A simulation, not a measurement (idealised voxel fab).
process module | voxel ribs on slabs
cross-section cut | 145 nm wide | cells 5 nm
A cross-section is a grid of square cells, given in bands from the top down. A band is one or more rows of cells.
Each band's line starts with the height of the band's top and of its bottom, in nm. Then come its materials from left to right, each with its width in nm. One material with "throughout" fills the band from edge to edge. "air" is empty space.
Height 0 is the level under which the wafer as received is all one material. The lowest band goes on downwards, as in "0 down".
A width such as "30 to 40" changes by the same amount from each row of cells to the next, from the band's top row to its bottom row.
"no change" after a step means that no cell of the cross-section changed.
closed voids: empty space of 8 cells or more with no open way to the top, each as width x height at its distance from the left edge, in nm
after a step's settings: what the simulator itself notes on the step
overlay nm, on a step with a mask: how far to the right of its planned place the mask lay; to the left if negative
plan
1 op RECEIVE | material Si
2 op DIRECTIONAL_DEP | material SiO2 | thk nm 30
3 op DIRECTIONAL_DEP | material polySi | thk nm 15
4 op MASKED_ETCH | tone cover | mask id RIB | width nm 25 | etch materials polySi | depth nm 5 | overlay nm 0
5 op PATTERN | tone cover | mask id SLAB | material resist | width nm 65 | thk nm 20 | overlay nm 0
6 op DIRECTIONAL_ETCH | etch materials polySi | depth nm 10
7 op STRIP | etch materials resist
8 op FILL_DEP | material SiO2 | thk nm 30
9 op CMP | height nm 65
10 op DIRECTIONAL_DEP | material TiN | thk nm 10
11 op PATTERN | tone cover | mask id HEATER | material resist | width nm 25 | thk nm 15 | overlay nm 0
12 op DIRECTIONAL_ETCH | etch materials TiN | depth nm 10
13 op STRIP | etch materials resist
14 op CONFORMAL_DEP | material SiO2 | thk nm 5
varied across the wafers: width nm of step 11. The plan shows the first wafer's value. All wafers start alike
first wafer as received, after step 1
  0 down: Si throughout
  closed voids: none
each wafer at the end: cells of each material gained (+) or lost (-) since it was received, then its closed voids
width nm 25 | +379 SiO2 | +10 TiN | +31 polySi | closed voids: none
width nm 30 | +379 SiO2 | +12 TiN | +31 polySi | closed voids: none
width nm 35 | +379 SiO2 | +14 TiN | +31 polySi | closed voids: none
width nm 40 | +379 SiO2 | +16 TiN | +31 polySi | closed voids: none
width nm 45 | +379 SiO2 | +18 TiN | +31 polySi | closed voids: none
width nm 50 | +379 SiO2 | +20 TiN | +31 polySi | closed voids: none
